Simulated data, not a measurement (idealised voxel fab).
You're looking at the process module voxel capacitor over wiring.
This is section cut - it's 270 nm across, gridded in 5 nm square cells.
For the purposes of this document, a cross-section shall be understood as a grid of square cells, specified as bands listed in top-to-bottom order, each band consisting of one or more rows of cells.
Top, bottom (nm), then materials left to right with widths (nm); lone material tagged "throughout" fills the whole band edge to edge; "empty" = empty space.
Heights from 0 (as-received wafer is one material below). Bottom band endless downward, as "0 nm and below".
Width "30..40": first value at the band's top row of cells, second value at its bottom row, equal change from row to row.
"nothing altered" (step): cross-section cells unchanged, all of them.
In the "Entrapped voids" entry, you get each enclosed empty space of 8 cells or more, one with no open way to the top, written width x height at distance, distance from the left edge, in nm.
Read whatever lies past the settings on a step's line as the simulator's own remark about the step.
A step line may carry the setting "overlay nm", which, for steps involving a mask, states the distance by which the mask lay to the right of its intended position; negative values denote displacement to the left.
Here's what the planned process steps look like:
1,RECEIVE (material Si)
2,CONFORMAL_DEP (material SiO2; thk nm 10)
3,DIRECTIONAL_DEP (material TiN; thk nm 5)
4,DIRECTIONAL_DEP (material W; thk nm 15)
5,MASKED_ETCH (tone cover; mask id METAL_1; width nm 25; pitch nm 95; etch materials W; depth nm 15; overlay nm 0)
6,MASKED_ETCH (tone cover; mask id METAL_1; width nm 25; pitch nm 95; etch materials TiN; depth nm 5; overlay nm 0)
7,CONFORMAL_DEP (material SiCN; thk nm 5)
8,FILL_DEP (material lowk; thk nm 10)
9,CMP (height nm 30)
10,CONFORMAL_DEP (material SiCN; thk nm 5)
11,DIRECTIONAL_DEP (material SiO2; thk nm 10)
12,DIRECTIONAL_DEP (material aC; thk nm 15)
13,PATTERN (tone open; mask id PLUG_1; material resist; width nm 15; thk nm 30; overlay nm 0)
14,DIRECTIONAL_ETCH (etch materials aC; depth nm 15)
15,STRIP (etch materials resist)
16,DIRECTIONAL_ETCH (etch materials SiO2; depth nm 10)
17,DIRECTIONAL_ETCH (etch materials SiCN; depth nm 5)
18,STRIP (etch materials aC)
19,EPI (material Ru; thk nm 10)
20,EPI (material Ru; thk nm 5)
21,DIRECTIONAL_DEP (material TiN; thk nm 10)
22,DIRECTIONAL_DEP (material HfO2; thk nm 5)
23,DIRECTIONAL_DEP (material TiN; thk nm 5)
24,MASKED_ETCH (tone cover; mask id UPPER_PLATE; width nm 75; etch materials TiN; depth nm 5; overlay nm 0)
25,MASKED_ETCH (tone cover; mask id UPPER_PLATE; width nm 75; etch materials HfO2; depth nm 5; overlay nm 0)
26,DIRECTIONAL_DEP (material aC; thk nm 10)
27,PATTERN (tone cover; mask id LOWER_PLATE; material resist; width nm 85; thk nm 25; overlay nm 0)
28,DIRECTIONAL_ETCH (etch materials aC; depth nm 10)
29,STRIP (etch materials resist)
30,DIRECTIONAL_ETCH (etch materials TiN; depth nm 10)
31,STRIP (etch materials aC)
32,FILL_DEP (material SiO2; thk nm 20)
33,CMP (height nm 80)
34,PATTERN (tone open; mask id PLUG_2; material resist; width nm 15; thk nm 20; overlay nm 0)
35,DIRECTIONAL_ETCH (etch materials SiO2; depth nm 15)
36,STRIP (etch materials resist)
37,CONFORMAL_DEP (material TiN; thk nm 5)
38,FILL_DEP (material W; thk nm 10)
39,CMP (height nm 80)
40,CONFORMAL_DEP (material SiN; thk nm 5)
Cross-section of the wafer as it came to us, i.e., already through step 1:
  0 nm and below | Si throughout
  Entrapped voids: none
The module was run from the start shown above using the plan shown above, but one mistake was made doing it; the resulting wafer cross-section is below:
  85 nm to 80 nm | SiN throughout
  80 nm to 70 nm | SiO2 (95..85), TiN (15..25), SiO2 (160)
  70 nm to 65 nm | SiO2 (85), HfO2 (25), SiO2 (160)
  65 nm to 60 nm | SiO2 (80), TiN (80), SiO2 (110)
  60 nm to 55 nm | SiO2 (80), TiN (30), HfO2 (50), SiO2 (110)
  55 nm to 45 nm | SiO2 (75), Ru (35), TiN (55), SiO2 (105)
  45 nm to 35 nm | SiO2 (85), Ru (15), SiO2 (170)
  35 nm to 30 nm | SiCN (85), Ru (15), SiCN (170)
  30 nm to 15 nm | lowk (70), SiCN (5), W (25), SiCN (5), lowk (60), SiCN (5), W (25), SiCN (5), lowk (70)
  15 nm to 10 nm | SiCN (75), TiN (25), SiCN (70), TiN (25), SiCN (75)
  10 nm to 0 nm | SiO2 throughout
  0 nm and below | Si throughout
  Entrapped voids: none
Diagnosis: the plan had its step 19 run twice
